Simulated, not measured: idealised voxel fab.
You're looking at the process module voxel gate over fins.
Section cut is 230 nm wide and gridded with 5 nm square cells.
Just so we're on the same page, the cross-sections are grids of square cells, and they're listed out in bands top to bottom, each band one or more rows deep. Top, bottom (nm), then materials left to right with widths (nm); lone material tagged "all across" fills the whole band edge to edge; "empty" = empty space. Height 0 is the level under which the wafer as received is all one material. The lowest band goes on downwards, as in "0 down". A width given as "30..40" starts at the first number in the band's top row and ends at the second number in its bottom row, shifting by an equal amount at every step from row to row. "no modification" -> step changed no cross-section cell. Empty spaces counting at least 8 cells and having no open way to the top are listed in "Fully sealed cavities". The notation width x height at distance is used for each, the distance being from the left edge and all three values in nm. On each step's line, the part that comes after the settings is the simulator's own comment on the step. When a step includes a mask, the "overlay nm" setting on its line states how far to the right of its planned place that mask lay, and negative values state how far to the left.
[This section lists the process steps that were planned]
1,RECEIVE (material Si)
2,CONFORMAL_DEP (material SiN; thk nm 10)
3,PATTERN (tone cover; mask id FINS; material resist; width nm 15; pitch nm 40; thk nm 15; overlay nm 0)
4,DIRECTIONAL_ETCH (etch materials SiN; depth nm 10)
5,DIRECTIONAL_ETCH (etch materials Si; depth nm 40)
6,STRIP (etch materials resist)
7,OXIDIZE (depth nm 5)
8,FILL_DEP (material SiO2; thk nm 15)
9,CMP (height nm 10)
10,SELECTIVE_ETCH (etch materials SiO2; depth nm 20)
11,STRIP (etch materials SiN)
12,CONFORMAL_DEP (material HfO2; thk nm 5)
13,CONFORMAL_DEP (material TiN; thk nm 5)
14,CONFORMAL_DEP (material TiAl; thk nm 5)
15,CONFORMAL_DEP (material TiN; thk nm 5)
16,FILL_DEP (material W; thk nm 10)
17,CMP (height nm 25)
18,CONFORMAL_DEP (material SiCN; thk nm 5)
[Delivered wafer in cross-section: state after step 1]
	0 down | Si all across
	Fully sealed cavities: none
[Run as planned - first of the two wafers cross-sectioned at the end of the module]
	30 to 25 | SiCN all across
	25 to 20 | W all across
	20 to 15 | 50 nm W, 125 nm TiN, 55 nm W
	15 to 10 | 50 nm W, 5 nm TiN, 35 nm TiAl, 5 nm TiN, 35 nm TiAl, 5 nm TiN, 35 nm TiAl, 5 nm TiN, 55 nm W
	10 to 5 | 55 nm TiN, 5 nm TiAl, 25 nm TiN, 5 nm TiAl, 5 nm TiN, 5 nm TiAl, 25 nm TiN, 5 nm TiAl, 5 nm TiN, 5 nm TiAl, 25 nm TiN, 5 nm TiAl, 60 nm TiN
	5 to 0 | 60 nm TiAl, 5 nm TiN, 15 nm HfO2, 5 nm TiN, 15 nm TiAl, 5 nm TiN, 15 nm HfO2, 5 nm TiN, 15 nm TiAl, 5 nm TiN, 15 nm HfO2, 5 nm TiN, 65 nm TiAl
	0 to -5 | 65 nm TiN, 5 nm HfO2, 5 nm Si, 5 nm HfO2, 25 nm TiN, 5 nm HfO2, 5 nm Si, 5 nm HfO2, 25 nm TiN, 5 nm HfO2, 5 nm Si, 5 nm HfO2, 70 nm TiN
	-5 to -10 | 70 nm HfO2, 5 nm Si, 35 nm HfO2, 5 nm Si, 35 nm HfO2, 5 nm Si, 75 nm HfO2
	-10 to -45 | 70 nm SiO2, 5 nm Si, 35 nm SiO2, 5 nm Si, 35 nm SiO2, 5 nm Si, 75 nm SiO2
	-45 down | Si all across
	Fully sealed cavities: none
[Now the second wafer, cross-sectioned at the end of the module. Nothing different at the start, nothing different in the plan compared with the first, just one mistake when it was actually run]
	30 to 25 | SiCN all across
	25 to 20 | W all across
	20 to 15 | 50 nm W, 125 nm TiN, 55 nm W
	15 to 10 | 50 nm W, 5 nm TiN, 35 nm TiAl, 5 nm TiN, 35 nm TiAl, 5 nm TiN, 35 nm TiAl, 5 nm TiN, 55 nm W
	10 to 5 | 50 nm W, 5 nm TiN, 5 nm TiAl, 25 nm TiN, 5 nm TiAl, 5 nm TiN, 5 nm TiAl, 25 nm TiN, 5 nm TiAl, 5 nm TiN, 5 nm TiAl, 25 nm TiN, 5 nm TiAl, 5 nm TiN, 55 nm W
	5 to 0 | 50 nm W, 5 nm TiN, 5 nm TiAl, 5 nm TiN, 15 nm HfO2, 5 nm TiN, 5 nm TiAl, 5 nm TiN, 5 nm TiAl, 5 nm TiN, 15 nm HfO2, 5 nm TiN, 5 nm TiAl, 5 nm TiN, 5 nm TiAl, 5 nm TiN, 15 nm HfO2, 5 nm TiN, 5 nm TiAl, 5 nm TiN, 55 nm W
	0 to -10 | 50 nm W, 5 nm TiN, 5 nm TiAl, 5 nm TiN, 5 nm HfO2, 5 nm Si, 5 nm HfO2, 5 nm TiN, 5 nm TiAl, 5 nm TiN, 5 nm TiAl, 5 nm TiN, 5 nm HfO2, 5 nm Si, 5 nm HfO2, 5 nm TiN, 5 nm TiAl, 5 nm TiN, 5 nm TiAl, 5 nm TiN, 5 nm HfO2, 5 nm Si, 5 nm HfO2, 5 nm TiN, 5 nm TiAl, 5 nm TiN, 55 nm W
	-10 to -15 | 55 nm TiN, 5 nm TiAl, 5 nm TiN, 5 nm HfO2, 5 nm Si, 5 nm HfO2, 5 nm TiN, 5 nm TiAl, 5 nm TiN, 5 nm TiAl, 5 nm TiN, 5 nm HfO2, 5 nm Si, 5 nm HfO2, 5 nm TiN, 5 nm TiAl, 5 nm TiN, 5 nm TiAl, 5 nm TiN, 5 nm HfO2, 5 nm Si, 5 nm HfO2, 5 nm TiN, 5 nm TiAl, 60 nm TiN
	-15 to -20 | 60 nm TiAl, 5 nm TiN, 5 nm HfO2, 5 nm Si, 5 nm HfO2, 5 nm TiN, 15 nm TiAl, 5 nm TiN, 5 nm HfO2, 5 nm Si, 5 nm HfO2, 5 nm TiN, 15 nm TiAl, 5 nm TiN, 5 nm HfO2, 5 nm Si, 5 nm HfO2, 5 nm TiN, 65 nm TiAl
	-20 to -25 | 65 nm TiN, 5 nm HfO2, 5 nm Si, 5 nm HfO2, 25 nm TiN, 5 nm HfO2, 5 nm Si, 5 nm HfO2, 25 nm TiN, 5 nm HfO2, 5 nm Si, 5 nm HfO2, 70 nm TiN
	-25 to -30 | 70 nm HfO2, 5 nm Si, 35 nm HfO2, 5 nm Si, 35 nm HfO2, 5 nm Si, 75 nm HfO2
	-30 to -45 | 70 nm SiO2, 5 nm Si, 35 nm SiO2, 5 nm Si, 35 nm SiO2, 5 nm Si, 75 nm SiO2
	-45 down | Si all across
	Fully sealed cavities: none
What went wrong in running the wafer? twice over, step 10 of the plan was run
Final cells, second wafer relative to first, materials higher or lower: 24 more of HfO2, 172 fewer of SiO2, 24 more of TiAl, 40 more of TiN, 84 more of W
